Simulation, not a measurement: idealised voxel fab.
A process module follows: voxel released beams.
The cross-section shown here is cut; it is 280 nm wide and divided into square cells measuring 5 nm on a side.
For the purposes of this document, a cross-section shall be understood as a grid of square cells, specified as bands listed in top-to-bottom order, each band consisting of one or more rows of cells. First you get the band's top height and its bottom height, in nm, and then the materials it's made of, left to right, with each width in nm. If you see a single material with "edge to edge", that one covers the band edge to edge. "air" is empty space. Ref level 0: as-received wafer is one material below here. Bottom band extends down with no lower bound ("z 0 and below"). It should be noted that a width expressed as "30->40" varies in equal increments from row to row of cells within the band, taking the value of the first number at the top row and that of the second number at the bottom row. "all unchanged" (step): cross-section cells unchanged, all of them. "Unvented cavities" - sealed voids, min. 8 cells, no opening to top; format: width x height at distance (distance from left edge; nm throughout). Past the settings on a step's line: simulator remark, on that step. Steps that use a mask can have "overlay nm" on their line. It says how far the mask sat to the right of where it was meant to be. Negative means to the left.

-- plan
1: RECEIVE,material Si
2: CONFORMAL_DEP,material Al2O3,thk nm 10
3: DIRECTIONAL_DEP,material SiO2,thk nm 20
4: PATTERN,tone open,mask id ANCHOR,material resist,width nm 25,thk nm 20,overlay nm 0
5: DIRECTIONAL_ETCH,etch materials SiO2,depth nm 20
6: STRIP,etch materials resist
7: CONFORMAL_DEP,material SiN,thk nm 10
8: DIRECTIONAL_DEP,material aC,thk nm 10
9: PATTERN,tone cover,mask id BEAM,material resist,width nm 70,thk nm 30,overlay nm 0
10: DIRECTIONAL_ETCH,etch materials aC,depth nm 10
11: STRIP,etch materials resist
12: DIRECTIONAL_ETCH,etch materials SiN,depth nm 10
13: STRIP,etch materials aC
14: STRIP,etch materials SiO2

-- First of two wafers - as planned

-- Cross-section, incoming material, after step 1
- z 0 and below  Si edge to edge
- Unvented cavities: none

-- Sectional view: wafer, after step 2
- z 10 to 0  Al2O3 edge to edge
- For the remainder of the cross-section, below 0, there is no change.

-- Sectional view: wafer, after step 3
- z 30 to 10  SiO2 edge to edge
- For the remainder of the cross-section, below 10, there is no change.

-- Sectional view: wafer, after step 4
- z 50 to 30  resist=105  air=25  resist=150
- For the remainder of the cross-section, below 30, there is no change.

-- Sectional view: wafer, after step 5
- z 50 to 30  resist=105  air=25  resist=150
- z 30 to 10  SiO2=105  air=25  SiO2=150
- For the remainder of the cross-section, below 10, there is no change.

-- Sectional view: wafer, after step 6
- z 30 to 10  SiO2=105  air=25  SiO2=150
- For the remainder of the cross-section, below 10, there is no change.

-- Sectional view: wafer, after step 7
- z 40 to 30  SiN=115  air=5  SiN=160
- z 30 to 20  SiO2=105  SiN=10  air=5  SiN=10  SiO2=150
- z 20 to 10  SiO2=105  SiN=25  SiO2=150
- For the remainder of the cross-section, below 10, there is no change.

-- Sectional view: wafer, after step 8
- z 50 to 40  aC=115  air=5  aC=160
- z 40 to 30  SiN=115  air=5  SiN=160
- z 30 to 20  SiO2=105  SiN=10  aC=5  SiN=10  SiO2=150
- For the remainder of the cross-section, below 20, there is no change.

-- Sectional view: wafer, after step 9
- z 80 to 50  air=100  resist=70  air=110
- z 50 to 40  aC=115  resist=5  aC=160
- z 40 to 30  SiN=115  resist=5  SiN=160
- For the remainder of the cross-section, below 30, there is no change.

-- Sectional view: wafer, after step 10
- z 70 to 50  air=100  resist=70  air=110
- z 50 to 40  air=100  aC=15  resist=5  aC=50  air=110
- For the remainder of the cross-section, below 40, there is no change.

-- Sectional view: wafer, after step 11
- z 50 to 40  air=100  aC=15  air=5  aC=50  air=110
- z 40 to 30  SiN=115  air=5  SiN=160
- For the remainder of the cross-section, below 30, there is no change.

-- Sectional view: wafer, after step 12
- z 50 to 40  air=100  aC=15  air=5  aC=50  air=110
- z 40 to 30  air=100  SiN=15  air=5  SiN=50  air=110
- For the remainder of the cross-section, below 30, there is no change.

-- Sectional view: wafer, after step 13
- z 40 to 30  air=100  SiN=15  air=5  SiN=50  air=110
- z 30 to 20  SiO2=105  SiN=10  air=5  SiN=10  SiO2=150
- For the remainder of the cross-section, below 20, there is no change.

-- Sectional view: wafer, after step 14
- z 40 to 30  air=100  SiN=15  air=5  SiN=50  air=110
- z 30 to 20  air=105  SiN=10  air=5  SiN=10  air=150
- z 20 to 10  air=105  SiN=25  air=150
- For the remainder of the cross-section, below 10, there is no change.

-- The second wafer was prepared from the same starting point and under the same plan as the first; its processing contained one mistake, and it remains indistinguishable from the first wafer up to and including step 13

-- Planned end of step 14: second wafer, cross-section
- z 40 to 30  air=100  SiN=15  air=5  SiN=50  air=110
- z 30 to 20  air=105  SiN=10  air=5  SiN=10  air=150
- z 20 to 10  air=105  SiN=25  air=150
- For the remainder of the cross-section, below 10, there is no change.
Which mistake was made when the wafer was run? step 14 of the plan was twice carried out
The two wafers come out with the same cross-section, meaning that, for this model, the mistake has no consequence in the computed result.
